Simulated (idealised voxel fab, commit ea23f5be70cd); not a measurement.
Module name: voxel released beams (process module)
Square cells of 5 nm make up the cross-section cut, whose width is 290 nm.
Cross-section spec: square-cell grid; bands listed top down; each band is one or more rows.
The entry gives the band's vertical extent as a top height and a bottom height in nm, then its horizontal make-up as materials from left to right, each with a width in nm. "empty" stands for empty space; a single material marked "full width" fills the band edge to edge.
Zero point of the height axis is 0; under it, received wafer = one material. Lowest band: continues down indefinitely, "from 0 down".
Graded width ("30 to 40"): value in top row of band = first number; value in bottom row = second number; row-to-row change constant.
Take "no modification" at face value: in the step it is given for, the cross-section changed in none of its cells.
Closed-off voids of 8+ cells (no open route to the top) go in "Unvented internal voids", written width x height at distance from the left edge, in nm.
Step line, after settings: the simulator's comment on this step.
"overlay nm", when on a step's line for a step with a mask, measures how far to the right of its planned place the mask lay; a negative measure means to the left.
PROCESS STEPS (PLANNED)
step 1: RECEIVE [material Si]
step 2: CONFORMAL_DEP [material Al2O3] [thk nm 10]
step 3: DIRECTIONAL_DEP [material SiO2] [thk nm 20]
step 4: DIRECTIONAL_DEP [material aC] [thk nm 10]
step 5: PATTERN [tone open] [mask id ANCHOR] [material resist] [width nm 30] [thk nm 30] [overlay nm 0]
step 6: DIRECTIONAL_ETCH [etch materials aC] [depth nm 10]
step 7: STRIP [etch materials resist]
step 8: DIRECTIONAL_ETCH [etch materials SiO2] [depth nm 20]
step 9: STRIP [etch materials aC]
step 10: CONFORMAL_DEP [material SiN] [thk nm 15]
step 11: PATTERN [tone cover] [mask id BEAM] [material resist] [width nm 115] [thk nm 15] [overlay nm 0]
step 12: DIRECTIONAL_ETCH [etch materials SiN] [depth nm 15]
step 13: STRIP [etch materials resist]
step 14: STRIP [etch materials SiO2]
The wafers in this document start out alike and differ in the width nm applied at step 5; the plan shows the value used for the first wafer.
SECTIONAL VIEW: FIRST OF SEVERAL WAFERS, AS RECEIVED, AFTER STEP 1
* from 0 down  Si full width
* Unvented internal voids: none
WAFER CROSS-SECTION (FIRST OF SEVERAL) - MODULE END, POST STEP 14 (LAST STEP)
* from 45 to 30  empty (85) / SiN (115) / empty (90)
* from 30 to 10  empty (95) / SiN (30) / empty (165)
* from 10 to 0  Al2O3 full width
* from 0 down  Si full width
* Unvented internal voids: none
CROSS-SECTION, LAST WAFER, MODULE COMPLETION
* from 45 to 30  empty (85) / SiN (15) / empty (25) / SiN (75) / empty (90)
* from 30 to 25  empty (85) / SiN (15) / empty (25) / SiN (15) / empty (150)
* from 25 to 10  empty (85) / SiN (55) / empty (150)
* from 10 to 0  Al2O3 full width
* from 0 down  Si full width
* Unvented internal voids: none
HEADS UP, THIS TABLE GOES WAFER BY WAFER. A ROW TELLS YOU, AT THE END OF THE MODULE, HOW MANY CELLS OF EACH MATERIAL THAT WAFER HAS PUT ON (+) OR DROPPED (-) SINCE IT WAS RECEIVED, AND THEN ITS CLOSED VOIDS
width nm 30, +116 Al2O3, +93 SiN, Unvented internal voids: none
width nm 35, +116 Al2O3, +93 SiN, Unvented internal voids: none
width nm 40, +116 Al2O3, +93 SiN, Unvented internal voids: none
width nm 45, +116 Al2O3, +93 SiN, Unvented internal voids: none
width nm 50, +116 Al2O3, +93 SiN, Unvented internal voids: none
width nm 55, +116 Al2O3, +93 SiN, Unvented internal voids: none
